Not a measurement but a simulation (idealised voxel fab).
Process module, titled voxel double patterning
The cross-section on display is named cut; it measures 270 nm wide, and its cells are 5 nm squares.
Each cross-section below is a grid of square cells, stated as bands in top-down order, with one or more rows of cells making up each band. Basically the band line says how high the top is and how high the bottom is, in nm, and then what's in it from left to right, every material with its width in nm. Empty space shows up as "empty", and if a single material carries "everywhere" it runs the full band edge to edge. Where do heights start? At 0: under that level the wafer as delivered is made of one material only. And the lowest band has no floor; it just carries on downward, as in "0 down". A width such as "30->40" changes by the same amount from each row of cells to the next, from the band's top row to its bottom row. "nothing changed" -> step changed no cross-section cell. So "Closed internal voids" is basically the list of trapped voids: any empty space of 8 cells or more that can't reach the top through an opening. They're written width x height at distance, the distance being from the left edge, and it's all nm. Past the settings on a step's line: simulator remark, on that step. The setting "overlay nm" may be written on the line of a step. When the step uses a mask, the value reports how far to the right of the planned place the mask lay, and a negative value reports that it lay to the left.
Planned step list for the process:
1. RECEIVE with material Si
2. CONFORMAL_DEP with material SiN, thk nm 5
3. DIRECTIONAL_DEP with material SiO2, thk nm 15
4. DIRECTIONAL_DEP with material SiCN, thk nm 5
5. PATTERN with tone open, mask id FIRST, material resist, width nm 15, pitch nm 50, thk nm 20, overlay nm 0
6. DIRECTIONAL_ETCH with etch materials SiCN, depth nm 5
7. STRIP with etch materials resist
8. PATTERN with tone open, mask id SECOND, material resist, width nm 15, thk nm 20, overlay nm 0
9. DIRECTIONAL_ETCH with etch materials SiCN, depth nm 5
10. STRIP with etch materials resist
11. DIRECTIONAL_ETCH with etch materials SiO2, depth nm 15
12. STRIP with etch materials SiCN
As-received state of the wafer in cross-section, equivalent to post-step 1:
  0 down | Si everywhere
  Closed internal voids: none
The module was run from the start shown above using the plan shown above, but one mistake was made doing it; the resulting wafer cross-section is below:
  20 to 5 | SiO2=100 / empty=15 / SiO2=20 / empty=30 / SiO2=105
  5 to 0 | SiN everywhere
  0 down | Si everywhere
  Closed internal voids: none
Where did the run depart from the plan? step 8 was run on a setting that differed from the plan, and what really ran there is PATTERN with tone open, mask id SECOND, material resist, width nm 15, thk nm 20, overlay nm 10
